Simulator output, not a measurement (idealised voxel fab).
Title: Process Module voxel trench capacitor
Each square cell in cross-section cut measures 5 nm, and the section as a whole is 275 nm wide.
When this document writes out a cross-section, it uses a grid of square cells and lists it as bands, beginning at the top and moving down, with a band standing for one or more rows of cells. For a band, the entry starts with two heights in nm, that of the top and then that of the bottom, and carries on with the band's materials in order from left to right, each alongside its width in nm; the word "throughout" beside a single material means it fills the band edge to edge, and "blank" means empty space. We count height from 0. Below that, the starting wafer is all one material. The lowest band never ends at the bottom but goes on down; see "z 0 and below" for how that is written. The two numbers in a width such as "30 to 40" mark its ends across the band: the first belongs to the top row of cells, the second to the bottom row, and from each row to the next the width moves by the same amount. "no modification" for a step: no cell of the cross-section changed in that step. In "Enclosed void entries" the enclosed voids are listed, meaning empty spaces of 8 cells or larger without any opening to the top. The form is width x height at distance, distance from the left edge, units nm. Anything after a step's settings on that line? It's the simulator's own note about the step. A step's line can hold "overlay nm"; with a mask on that step, the setting says how far right of the planned place the mask lay, while a negative setting says it lay to the left.

Steps planned for the process
| 1 | RECEIVE | material Si |
| 2 | CONFORMAL_DEP | material SiN | thk nm 10 |
| 3 | PATTERN | tone open | mask id TRENCH | material resist | width nm 25 | pitch nm 40 | thk nm 15 | overlay nm 0 |
| 4 | DIRECTIONAL_ETCH | etch materials SiN | depth nm 10 |
| 5 | DIRECTIONAL_ETCH | etch materials Si | depth nm 40 |
| 6 | STRIP | etch materials resist |
| 7 | CONFORMAL_DEP | material Al2O3 | thk nm 5 |
| 8 | CONFORMAL_DEP | material TiN | thk nm 5 |
| 9 | FILL_DEP | material W | thk nm 10 |
| 10 | CMP | height nm 10 |

Wafer, first of two, run as planned

Cross-section of the wafer upon arrival, representing the state reached after step 1
  z 0 and below | Si throughout
  Enclosed void entries: none

State of the wafer after step 2, shown in cross-section
  z 10 to 0 | SiN throughout
  Everything under 0 stays put, no change at all.

State of the wafer after step 3, shown in cross-section
  z 25 to 10 | resist 85 nm; blank 25 nm; resist 15 nm; blank 25 nm; resist 15 nm; blank 25 nm; resist 85 nm
  Everything under 10 stays put, no change at all.

State of the wafer after step 4, shown in cross-section
  z 25 to 10 | resist 85 nm; blank 25 nm; resist 15 nm; blank 25 nm; resist 15 nm; blank 25 nm; resist 85 nm
  z 10 to 0 | SiN 85 nm; blank 25 nm; SiN 15 nm; blank 25 nm; SiN 15 nm; blank 25 nm; SiN 85 nm
  Everything under 0 stays put, no change at all.

State of the wafer after step 5, shown in cross-section
  z 25 to 10 | resist 85 nm; blank 25 nm; resist 15 nm; blank 25 nm; resist 15 nm; blank 25 nm; resist 85 nm
  z 10 to 0 | SiN 85 nm; blank 25 nm; SiN 15 nm; blank 25 nm; SiN 15 nm; blank 25 nm; SiN 85 nm
  z 0 to -40 | Si 85 nm; blank 25 nm; Si 15 nm; blank 25 nm; Si 15 nm; blank 25 nm; Si 85 nm
  Everything under -40 stays put, no change at all.

State of the wafer after step 6, shown in cross-section
  z 10 to 0 | SiN 85 nm; blank 25 nm; SiN 15 nm; blank 25 nm; SiN 15 nm; blank 25 nm; SiN 85 nm
  Everything under 0 stays put, no change at all.

State of the wafer after step 7, shown in cross-section
  z 15 to 10 | Al2O3 90 nm; blank 15 nm; Al2O3 25 nm; blank 15 nm; Al2O3 25 nm; blank 15 nm; Al2O3 90 nm
  z 10 to 0 | SiN 85 nm; Al2O3 5 nm; blank 15 nm; Al2O3 5 nm; SiN 15 nm; Al2O3 5 nm; blank 15 nm; Al2O3 5 nm; SiN 15 nm; Al2O3 5 nm; blank 15 nm; Al2O3 5 nm; SiN 85 nm
  z 0 to -35 | Si 85 nm; Al2O3 5 nm; blank 15 nm; Al2O3 5 nm; Si 15 nm; Al2O3 5 nm; blank 15 nm; Al2O3 5 nm; Si 15 nm; Al2O3 5 nm; blank 15 nm; Al2O3 5 nm; Si 85 nm
  z -35 to -40 | Si 85 nm; Al2O3 25 nm; Si 15 nm; Al2O3 25 nm; Si 15 nm; Al2O3 25 nm; Si 85 nm
  Everything under -40 stays put, no change at all.

State of the wafer after step 8, shown in cross-section
  z 20 to 15 | TiN 95 nm; blank 5 nm; TiN 35 nm; blank 5 nm; TiN 35 nm; blank 5 nm; TiN 95 nm
  z 15 to 10 | Al2O3 90 nm; TiN 5 nm; blank 5 nm; TiN 5 nm; Al2O3 25 nm; TiN 5 nm; blank 5 nm; TiN 5 nm; Al2O3 25 nm; TiN 5 nm; blank 5 nm; TiN 5 nm; Al2O3 90 nm
  z 10 to 0 | SiN 85 nm; Al2O3 5 nm; TiN 5 nm; blank 5 nm; TiN 5 nm; Al2O3 5 nm; SiN 15 nm; Al2O3 5 nm; TiN 5 nm; blank 5 nm; TiN 5 nm; Al2O3 5 nm; SiN 15 nm; Al2O3 5 nm; TiN 5 nm; blank 5 nm; TiN 5 nm; Al2O3 5 nm; SiN 85 nm
  z 0 to -30 | Si 85 nm; Al2O3 5 nm; TiN 5 nm; blank 5 nm; TiN 5 nm; Al2O3 5 nm; Si 15 nm; Al2O3 5 nm; TiN 5 nm; blank 5 nm; TiN 5 nm; Al2O3 5 nm; Si 15 nm; Al2O3 5 nm; TiN 5 nm; blank 5 nm; TiN 5 nm; Al2O3 5 nm; Si 85 nm
  z -30 to -35 | Si 85 nm; Al2O3 5 nm; TiN 15 nm; Al2O3 5 nm; Si 15 nm; Al2O3 5 nm; TiN 15 nm; Al2O3 5 nm; Si 15 nm; Al2O3 5 nm; TiN 15 nm; Al2O3 5 nm; Si 85 nm
  Everything under -35 stays put, no change at all.

State of the wafer after step 9, shown in cross-section
  z 30 to 20 | W throughout
  z 20 to 15 | TiN 95 nm; W 5 nm; TiN 35 nm; W 5 nm; TiN 35 nm; W 5 nm; TiN 95 nm
  z 15 to 10 | Al2O3 90 nm; TiN 5 nm; W 5 nm; TiN 5 nm; Al2O3 25 nm; TiN 5 nm; W 5 nm; TiN 5 nm; Al2O3 25 nm; TiN 5 nm; W 5 nm; TiN 5 nm; Al2O3 90 nm
  z 10 to 0 | SiN 85 nm; Al2O3 5 nm; TiN 5 nm; W 5 nm; TiN 5 nm; Al2O3 5 nm; SiN 15 nm; Al2O3 5 nm; TiN 5 nm; W 5 nm; TiN 5 nm; Al2O3 5 nm; SiN 15 nm; Al2O3 5 nm; TiN 5 nm; W 5 nm; TiN 5 nm; Al2O3 5 nm; SiN 85 nm
  z 0 to -30 | Si 85 nm; Al2O3 5 nm; TiN 5 nm; W 5 nm; TiN 5 nm; Al2O3 5 nm; Si 15 nm; Al2O3 5 nm; TiN 5 nm; W 5 nm; TiN 5 nm; Al2O3 5 nm; Si 15 nm; Al2O3 5 nm; TiN 5 nm; W 5 nm; TiN 5 nm; Al2O3 5 nm; Si 85 nm
  Everything under -30 stays put, no change at all.

State of the wafer after step 10, shown in cross-section
  z 10 to 0 | SiN 85 nm; Al2O3 5 nm; TiN 5 nm; W 5 nm; TiN 5 nm; Al2O3 5 nm; SiN 15 nm; Al2O3 5 nm; TiN 5 nm; W 5 nm; TiN 5 nm; Al2O3 5 nm; SiN 15 nm; Al2O3 5 nm; TiN 5 nm; W 5 nm; TiN 5 nm; Al2O3 5 nm; SiN 85 nm
  Everything under 0 stays put, no change at all.

second wafer: like start, like plan, one mistake. Through step 2 it matches the first wafer

The second wafer cut through, at the time step 3 was supposed to be finished
  z 25 to 10 | blank 85 nm; resist 25 nm; blank 15 nm; resist 25 nm; blank 15 nm; resist 25 nm; blank 85 nm
  Everything under 10 stays put, no change at all.

The second wafer cut through, at the time step 4 was supposed to be finished
  z 25 to 10 | blank 85 nm; resist 25 nm; blank 15 nm; resist 25 nm; blank 15 nm; resist 25 nm; blank 85 nm
  z 10 to 0 | blank 85 nm; SiN 25 nm; blank 15 nm; SiN 25 nm; blank 15 nm; SiN 25 nm; blank 85 nm
  Everything under 0 stays put, no change at all.

The second wafer cut through, at the time step 5 was supposed to be finished
  z 25 to 10 | blank 85 nm; resist 25 nm; blank 15 nm; resist 25 nm; blank 15 nm; resist 25 nm; blank 85 nm
  z 10 to 0 | blank 85 nm; SiN 25 nm; blank 15 nm; SiN 25 nm; blank 15 nm; SiN 25 nm; blank 85 nm
  z 0 to -40 | blank 85 nm; Si 25 nm; blank 15 nm; Si 25 nm; blank 15 nm; Si 25 nm; blank 85 nm
  Everything under -40 stays put, no change at all.

The second wafer cut through, at the time step 6 was supposed to be finished
  z 10 to 0 | blank 85 nm; SiN 25 nm; blank 15 nm; SiN 25 nm; blank 15 nm; SiN 25 nm; blank 85 nm
  Everything under 0 stays put, no change at all.

The second wafer cut through, at the time step 7 was supposed to be finished
  z 15 to 10 | blank 80 nm; Al2O3 35 nm; blank 5 nm; Al2O3 35 nm; blank 5 nm; Al2O3 35 nm; blank 80 nm
  z 10 to 0 | blank 80 nm; Al2O3 5 nm; SiN 25 nm; Al2O3 5 nm; blank 5 nm; Al2O3 5 nm; SiN 25 nm; Al2O3 5 nm; blank 5 nm; Al2O3 5 nm; SiN 25 nm; Al2O3 5 nm; blank 80 nm
  z 0 to -35 | blank 80 nm; Al2O3 5 nm; Si 25 nm; Al2O3 5 nm; blank 5 nm; Al2O3 5 nm; Si 25 nm; Al2O3 5 nm; blank 5 nm; Al2O3 5 nm; Si 25 nm; Al2O3 5 nm; blank 80 nm
  z -35 to -40 | Al2O3 85 nm; Si 25 nm; Al2O3 15 nm; Si 25 nm; Al2O3 15 nm; Si 25 nm; Al2O3 85 nm
  Everything under -40 stays put, no change at all.

The second wafer cut through, at the time step 8 was supposed to be finished
  z 20 to 15 | blank 75 nm; TiN 125 nm; blank 75 nm
  z 15 to 10 | blank 75 nm; TiN 5 nm; Al2O3 35 nm; TiN 5 nm; Al2O3 35 nm; TiN 5 nm; Al2O3 35 nm; TiN 5 nm; blank 75 nm
  z 10 to 0 | blank 75 nm; TiN 5 nm; Al2O3 5 nm; SiN 25 nm; Al2O3 5 nm; TiN 5 nm; Al2O3 5 nm; SiN 25 nm; Al2O3 5 nm; TiN 5 nm; Al2O3 5 nm; SiN 25 nm; Al2O3 5 nm; TiN 5 nm; blank 75 nm
  z 0 to -30 | blank 75 nm; TiN 5 nm; Al2O3 5 nm; Si 25 nm; Al2O3 5 nm; TiN 5 nm; Al2O3 5 nm; Si 25 nm; Al2O3 5 nm; TiN 5 nm; Al2O3 5 nm; Si 25 nm; Al2O3 5 nm; TiN 5 nm; blank 75 nm
  z -30 to -35 | TiN 80 nm; Al2O3 5 nm; Si 25 nm; Al2O3 5 nm; TiN 5 nm; Al2O3 5 nm; Si 25 nm; Al2O3 5 nm; TiN 5 nm; Al2O3 5 nm; Si 25 nm; Al2O3 5 nm; TiN 80 nm
  Everything under -35 stays put, no change at all.

The second wafer cut through, at the time step 9 was supposed to be finished
  z 30 to 20 | W throughout
  z 20 to 15 | W 75 nm; TiN 125 nm; W 75 nm
  z 15 to 10 | W 75 nm; TiN 5 nm; Al2O3 35 nm; TiN 5 nm; Al2O3 35 nm; TiN 5 nm; Al2O3 35 nm; TiN 5 nm; W 75 nm
  z 10 to 0 | W 75 nm; TiN 5 nm; Al2O3 5 nm; SiN 25 nm; Al2O3 5 nm; TiN 5 nm; Al2O3 5 nm; SiN 25 nm; Al2O3 5 nm; TiN 5 nm; Al2O3 5 nm; SiN 25 nm; Al2O3 5 nm; TiN 5 nm; W 75 nm
  z 0 to -30 | W 75 nm; TiN 5 nm; Al2O3 5 nm; Si 25 nm; Al2O3 5 nm; TiN 5 nm; Al2O3 5 nm; Si 25 nm; Al2O3 5 nm; TiN 5 nm; Al2O3 5 nm; Si 25 nm; Al2O3 5 nm; TiN 5 nm; W 75 nm
  Everything under -30 stays put, no change at all.

The second wafer cut through, at the time step 10 was supposed to be finished
  z 10 to 0 | W 75 nm; TiN 5 nm; Al2O3 5 nm; SiN 25 nm; Al2O3 5 nm; TiN 5 nm; Al2O3 5 nm; SiN 25 nm; Al2O3 5 nm; TiN 5 nm; Al2O3 5 nm; SiN 25 nm; Al2O3 5 nm; TiN 5 nm; W 75 nm
  Everything under 0 stays put, no change at all.
It is concluded that the wafer was processed incorrectly with respect to the plan, in that not per plan at step 3, really ran PATTERN | tone cover | mask id TRENCH | material resist | width nm 25 | pitch nm 40 | thk nm 15 | overlay nm 0
End of process, cell counts, second wafer against first, materials with more or fewer: Al2O3 +25; Si -200; SiN -50; TiN +9; W +216
